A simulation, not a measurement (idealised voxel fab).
A process module follows: voxel self aligned contacts.
FYI the section here is cut, 270 nm wide, cells are 5 nm squares.
Throughout this document, each cross-section is represented as a grid of square cells and is presented as a sequence of bands enumerated from the top downward, where a band comprises one or more rows of cells. Band: top and bottom heights (nm) first, top before bottom; then materials from left to right, widths in nm. "all across" marks a sole material filling the band edge to edge. "air" denotes empty space. All heights in this document are referenced to 0, defined as the level beneath which the wafer, as received, consists entirely of one material. The lowest band is not bounded below; it extends indefinitely downward and is written in the form "top 0, no bottom". You'd read "30->40" like this: the band's top row of cells is as wide as the first number, its bottom row is as wide as the second, and going down, every row changes width by the same amount as the row before did. What does "no modifications" mean for a step? It means no cell of the cross-section changed in that step. Entry "Trapped cavities" = empty spaces >= 8 cells with no open way to the top; each as width x height at distance, distance from left edge, all nm. Read whatever lies past the settings on a step's line as the simulator's own remark about the step. "overlay nm" answers the question of how far to the right of plan the mask lay on a step that has a mask, and when it is negative the answer is to the left.
[Below is the list of planned process steps]
1 op RECEIVE | material Si
2 op CONFORMAL_DEP | material SiO2 | thk nm 5
3 op DIRECTIONAL_DEP | material polySi | thk nm 30
4 op DIRECTIONAL_DEP | material SiN | thk nm 15
5 op MASKED_ETCH | tone cover | mask id GATE | width nm 25 | pitch nm 55 | etch materials SiN | depth nm 15 | overlay nm 0
6 op MASKED_ETCH | tone cover | mask id GATE | width nm 25 | pitch nm 55 | etch materials polySi | depth nm 30 | overlay nm 0
7 op CONFORMAL_DEP | material SiN | thk nm 5
8 op DIRECTIONAL_ETCH | etch materials SiN | depth nm 5
9 op FILL_DEP | material SiO2 | thk nm 10
10 op CMP | height nm 55
11 op DIRECTIONAL_DEP | material aC | thk nm 15
12 op PATTERN | tone open | mask id CONTACT | material resist | width nm 40 | thk nm 30 | overlay nm 0
13 op DIRECTIONAL_ETCH | etch materials aC | depth nm 15
14 op STRIP | etch materials resist
15 op DIRECTIONAL_ETCH | etch materials SiO2 | depth nm 55
16 op STRIP | etch materials aC
17 op CONFORMAL_DEP | material TiN | thk nm 5
18 op FILL_DEP | material W | thk nm 10
19 op CMP | height nm 55
20 op CONFORMAL_DEP | material SiN | thk nm 5
[Wafer cross-section on receipt, i.e. after step 1]
top 0, no bottom  Si all across
Trapped cavities: none
[The first of the two wafers as seen in cross-section once the module was finished; processing followed the plan]
top 60, bottom 55  SiN all across
top 55, bottom 50  115 nm SiO2; 15 nm TiN; 10 nm W; 15 nm TiN; 115 nm SiO2
top 50, bottom 35  90 nm SiO2; 35 nm SiN; 5 nm TiN; 10 nm W; 5 nm TiN; 35 nm SiN; 90 nm SiO2
top 35, bottom 5  90 nm SiO2; 5 nm SiN; 25 nm polySi; 5 nm SiN; 5 nm TiN; 10 nm W; 5 nm TiN; 5 nm SiN; 25 nm polySi; 5 nm SiN; 90 nm SiO2
top 5, bottom 0  125 nm SiO2; 20 nm TiN; 125 nm SiO2
top 0, no bottom  Si all across
Trapped cavities: none
[So this is wafer number two of the two, cut at the end of the module - it started where the first did and had the same plan, we just got one thing wrong running it]
top 60, bottom 55  SiN all across
top 55, bottom 50  90 nm SiO2; 35 nm SiN; 20 nm TiN; 35 nm SiN; 90 nm SiO2
top 50, bottom 35  SiN all across
top 35, bottom 5  polySi all across
top 5, bottom 0  SiO2 all across
top 0, no bottom  Si all across
Trapped cavities: none
Nonconformance to the process plan: step 4 of the plan was performed twice
At the finish, the second wafer shows more or fewer cells for some materials than the first does: SiN: 110 more, SiO2: 330 fewer, TiN: 24 fewer, W: 20 fewer, polySi: 264 more
